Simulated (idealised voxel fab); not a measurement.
process module | voxel gate over fins
cross-section cut | 280 nm wide | cells 5 nm
A cross-section is a grid of square cells, given in bands from the top down. A band is one or more rows of cells.
Each band's line starts with the height of the band's top and of its bottom, in nm. Then come its materials from left to right, each with its width in nm. One material with "throughout" fills the band from edge to edge. "air" is empty space.
Height 0 is the level under which the wafer as received is all one material. The lowest band goes on downwards, as in "0 down".
A width such as "30 to 40" changes by the same amount from each row of cells to the next, from the band's top row to its bottom row.
"no change" after a step means that no cell of the cross-section changed.
closed voids: empty space of 8 cells or more with no open way to the top, each as width x height at its distance from the left edge, in nm
after a step's settings: what the simulator itself notes on the step
overlay nm, on a step with a mask: how far to the right of its planned place the mask lay; to the left if negative
plan
1 op RECEIVE | material Si
2 op CONFORMAL_DEP | material SiN | thk nm 10
3 op PATTERN | tone cover | mask id FINS | material resist | width nm 15 | pitch nm 40 | thk nm 20 | overlay nm 0
4 op DIRECTIONAL_ETCH | etch materials SiN | depth nm 10
5 op DIRECTIONAL_ETCH | etch materials Si | depth nm 40
6 op STRIP | etch materials resist
7 op FILL_DEP | material SiO2 | thk nm 15
8 op CMP | height nm 10
9 op SELECTIVE_ETCH | etch materials SiO2 | depth nm 20
10 op STRIP | etch materials SiN
11 op CONFORMAL_DEP | material HfO2 | thk nm 5
12 op CONFORMAL_DEP | material TiN | thk nm 5
13 op FILL_DEP | material W | thk nm 10
14 op CMP | height nm 15
15 op CONFORMAL_DEP | material SiCN | thk nm 10
varied across the wafers: width nm of step 3. The plan shows the first wafer's value. All wafers start alike
first wafer as received, after step 1
  0 down: Si throughout
  closed voids: none
each wafer at the end: cells of each material gained (+) or lost (-) since it was received, then its closed voids
width nm 15 | +64 HfO2 | -400 Si | +112 SiCN | +300 SiO2 | +64 TiN | +140 W | closed voids: none
width nm 20 | +64 HfO2 | -384 Si | +112 SiCN | +288 SiO2 | +64 TiN | +136 W | closed voids: none
width nm 25 | +64 HfO2 | -368 Si | +112 SiCN | +276 SiO2 | +62 TiN | +134 W | closed voids: none
